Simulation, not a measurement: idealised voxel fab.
You're looking at the process module voxel self aligned contacts.
Shown is cross-section cut, with a width of 210 nm and square cells of size 5 nm.
A cross-section is written here as square cells arranged in a grid, and it is given in bands from the top down, each band taking up one or more rows of cells.
Band: top and bottom heights (nm) first, top before bottom; then materials from left to right, widths in nm. "all across" marks a sole material filling the band edge to edge. "air" denotes empty space.
Height datum 0, below which the as-received substrate wafer is one material. Lowest band open at the bottom, running downward: "from 0 down".
Quick explanation for "30..40": the width changes in equal steps down the rows of cells, from the first number in the band's top row to the second number in its bottom row.
"all unchanged" (step): cross-section cells unchanged, all of them.
The entry "Closed empty spaces" lists the empty spaces that cover at least 8 cells and have no open path to the top. Each is written as width x height at distance, where the distance is measured from the left edge and all three values are in nm.
Heads up: the bit after the settings on a step's line is the simulator's remark on that step.
overlay nm, on a step with a mask: how far to the right of its planned place the mask lay; to the left if negative

# Process steps - plan
step 1: RECEIVE (material Si)
step 2: CONFORMAL_DEP (material SiO2; thk nm 5)
step 3: DIRECTIONAL_DEP (material polySi; thk nm 30)
step 4: DIRECTIONAL_DEP (material SiN; thk nm 20)
step 5: PATTERN (tone cover; mask id GATE; material resist; width nm 25; pitch nm 50; thk nm 15; overlay nm 0)
step 6: DIRECTIONAL_ETCH (etch materials SiN; depth nm 20)
step 7: DIRECTIONAL_ETCH (etch materials polySi; depth nm 30)
step 8: STRIP (etch materials resist)
step 9: CONFORMAL_DEP (material SiN; thk nm 5)
step 10: DIRECTIONAL_ETCH (etch materials SiN; depth nm 5)
step 11: FILL_DEP (material SiO2; thk nm 10)
step 12: CMP (height nm 60)
step 13: PATTERN (tone open; mask id CONTACT; material resist; width nm 35; thk nm 15; overlay nm 0)
step 14: DIRECTIONAL_ETCH (etch materials SiO2; depth nm 60)
step 15: STRIP (etch materials resist)
step 16: CONFORMAL_DEP (material TiN; thk nm 5)
step 17: FILL_DEP (material Ru; thk nm 5)
step 18: CMP (height nm 60)
step 19: CONFORMAL_DEP (material SiN; thk nm 5)

# First wafer, two in total, run as planned

# Wafer at receipt (post step 1), cross-section
- from 0 down | Si all across
- Closed empty spaces: none

# The following cross-section depicts the wafer upon completion of step 2
- from 5 to 0 | SiO2 all across
- Below 0, no change.

# The following cross-section depicts the wafer upon completion of step 3
- from 35 to 5 | polySi all across
- Below 5, no change.

# The following cross-section depicts the wafer upon completion of step 4
- from 55 to 35 | SiN all across
- Below 35, no change.

# The following cross-section depicts the wafer upon completion of step 5
- from 70 to 55 | air: 65, resist: 25, air: 25, resist: 25, air: 70
- Below 55, no change.

# The following cross-section depicts the wafer upon completion of step 6
- from 70 to 55 | air: 65, resist: 25, air: 25, resist: 25, air: 70
- from 55 to 35 | air: 65, SiN: 25, air: 25, SiN: 25, air: 70
- Below 35, no change.

# The following cross-section depicts the wafer upon completion of step 7
- from 70 to 55 | air: 65, resist: 25, air: 25, resist: 25, air: 70
- from 55 to 35 | air: 65, SiN: 25, air: 25, SiN: 25, air: 70
- from 35 to 5 | air: 65, polySi: 25, air: 25, polySi: 25, air: 70
- Below 5, no change.

# The following cross-section depicts the wafer upon completion of step 8
- from 55 to 35 | air: 65, SiN: 25, air: 25, SiN: 25, air: 70
- Below 35, no change.

# The following cross-section depicts the wafer upon completion of step 9
- from 60 to 35 | air: 60, SiN: 35, air: 15, SiN: 35, air: 65
- from 35 to 10 | air: 60, SiN: 5, polySi: 25, SiN: 5, air: 15, SiN: 5, polySi: 25, SiN: 5, air: 65
- from 10 to 5 | SiN: 65, polySi: 25, SiN: 25, polySi: 25, SiN: 70
- Below 5, no change.

# The following cross-section depicts the wafer upon completion of step 10
- from 55 to 35 | air: 60, SiN: 35, air: 15, SiN: 35, air: 65
- from 35 to 5 | air: 60, SiN: 5, polySi: 25, SiN: 5, air: 15, SiN: 5, polySi: 25, SiN: 5, air: 65
- Below 5, no change.

# The following cross-section depicts the wafer upon completion of step 11
- from 65 to 55 | SiO2 all across
- from 55 to 35 | SiO2: 60, SiN: 35, SiO2: 15, SiN: 35, SiO2: 65
- from 35 to 5 | SiO2: 60, SiN: 5, polySi: 25, SiN: 5, SiO2: 15, SiN: 5, polySi: 25, SiN: 5, SiO2: 65
- Below 5, no change.

# The following cross-section depicts the wafer upon completion of step 12
- from 60 to 55 | SiO2 all across
- Below 55, no change.

# The following cross-section depicts the wafer upon completion of step 13
- from 75 to 60 | resist: 85, air: 35, resist: 90
- Below 60, no change.

# The following cross-section depicts the wafer upon completion of step 14
- from 75 to 60 | resist: 85, air: 35, resist: 90
- from 60 to 55 | SiO2: 85, air: 35, SiO2: 90
- from 55 to 35 | SiO2: 60, SiN: 35, air: 15, SiN: 35, SiO2: 65
- from 35 to 5 | SiO2: 60, SiN: 5, polySi: 25, SiN: 5, air: 15, SiN: 5, polySi: 25, SiN: 5, SiO2: 65
- from 5 to 0 | SiO2: 95, air: 15, SiO2: 100
- Below 0, no change.

# The following cross-section depicts the wafer upon completion of step 15
- from 60 to 55 | SiO2: 85, air: 35, SiO2: 90
- Below 55, no change.

# The following cross-section depicts the wafer upon completion of step 16
- from 65 to 60 | TiN: 90, air: 25, TiN: 95
- from 60 to 55 | SiO2: 85, TiN: 15, air: 5, TiN: 15, SiO2: 90
- from 55 to 35 | SiO2: 60, SiN: 35, TiN: 5, air: 5, TiN: 5, SiN: 35, SiO2: 65
- from 35 to 5 | SiO2: 60, SiN: 5, polySi: 25, SiN: 5, TiN: 5, air: 5, TiN: 5, SiN: 5, polySi: 25, SiN: 5, SiO2: 65
- from 5 to 0 | SiO2: 95, TiN: 15, SiO2: 100
- Below 0, no change.

# The following cross-section depicts the wafer upon completion of step 17
- from 70 to 65 | Ru all across
- from 65 to 60 | TiN: 90, Ru: 25, TiN: 95
- from 60 to 55 | SiO2: 85, TiN: 15, Ru: 5, TiN: 15, SiO2: 90
- from 55 to 35 | SiO2: 60, SiN: 35, TiN: 5, Ru: 5, TiN: 5, SiN: 35, SiO2: 65
- from 35 to 5 | SiO2: 60, SiN: 5, polySi: 25, SiN: 5, TiN: 5, Ru: 5, TiN: 5, SiN: 5, polySi: 25, SiN: 5, SiO2: 65
- Below 5, no change.

# The following cross-section depicts the wafer upon completion of step 18
- from 60 to 55 | SiO2: 85, TiN: 15, Ru: 5, TiN: 15, SiO2: 90
- Below 55, no change.

# The following cross-section depicts the wafer upon completion of step 19
- from 65 to 60 | SiN all across
- Below 60, no change.

# Here the second wafer is described. Its start and its plan were those of the first wafer. Its run contained one mistake. Up to and including step 18, it did exactly what the first wafer did

# Cross-section of the second wafer at the time step 19 of the plan should have ended
- from 65 to 60 | TiN all across
- Below 60, no change.
The mistake made against the process plan was this: step 19 was not run as planned; what actually ran was CONFORMAL_DEP (material TiN; thk nm 5)
Cell-count delta at end, second wafer over first, by material: SiN -42; TiN +42
